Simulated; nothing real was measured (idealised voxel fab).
Process module heading - voxel lift off
Displayed cross-section: cut, width of 295 nm, square cells sized 5 nm.
We lay out every cross-section as a grid of square cells and spell it out in bands from the top down, where one band means one or more rows of cells.
This entry defines a band. It first specifies the height of the band's top and the height of its bottom in nm, and then specifies the band's materials from left to right, stating each material with its width in nm. The word "edge to edge" identifies a single material that fills the band from edge to edge, while the word "empty" identifies empty space.
A quick word on heights: they are counted from 0, and under that level the wafer as it came to us is one material throughout. The lowest band is different from the rest in having no bottom; it simply continues downward, written as in "0 and below".
With a width like "30..40", each row of cells in the band differs from the next by the same amount, the top row carrying the first number and the bottom row the second.
Step note "all unchanged" = no cross-section cell changed.
This entry, "Sealed void inventory", enumerates those empty regions of no fewer than 8 cells that possess no open connection to the top. Each region is reported in the form width x height at distance, the distance being taken from the left edge, with all three quantities expressed in nm.
Note: text after step settings on the step line = simulator remark on that step.
The line of a step may include "overlay nm". On a step with a mask, this value is how far to the right of its planned place the mask lay. A negative value means the mask lay to the left.
-- plan
1) RECEIVE (material Si)
2) CONFORMAL_DEP (material SiN; thk nm 10)
3) PATTERN (tone open; mask id LINES; material resist; width nm 20; pitch nm 40; thk nm 25; overlay nm 0)
4) DIRECTIONAL_DEP (material Ru; thk nm 15)
5) STRIP (etch materials resist)
6) CONFORMAL_DEP (material SiN; thk nm 10)
-- So this is the incoming wafer in cross-section - it's already been through step 1
> 0 and below = Si edge to edge
> Sealed void inventory: none
-- first wafer at the end, as planned
> 35 down to 25 = empty 105  SiN 80  empty 110
> 25 down to 20 = empty 105  SiN 10  Ru 20  SiN 20  Ru 20  SiN 10  empty 110
> 20 down to 10 = SiN 115  Ru 20  SiN 20  Ru 20  SiN 120
> 10 down to 0 = SiN edge to edge
> 0 and below = Si edge to edge
> Sealed void inventory: none
-- Wafer two cross-section, module end. Start and plan unchanged from wafer one; one mistake made during the run
> 35 down to 25 = empty 105  SiN 85  empty 105
> 25 down to 20 = empty 105  SiN 10  Ru 25  SiN 15  Ru 25  SiN 10  empty 105
> 20 down to 10 = SiN 115  Ru 25  SiN 15  Ru 25  SiN 115
> 10 down to 0 = SiN edge to edge
> 0 and below = Si edge to edge
> Sealed void inventory: none
Nonconformance to the process plan: step 3 did not happen as planned, as run it was PATTERN (tone open; mask id LINES; material resist; width nm 25; pitch nm 40; thk nm 25; overlay nm 0)
The closing comparison, in cells, has the second wafer with more or fewer of some materials than the first: Ru +6 | SiN -3
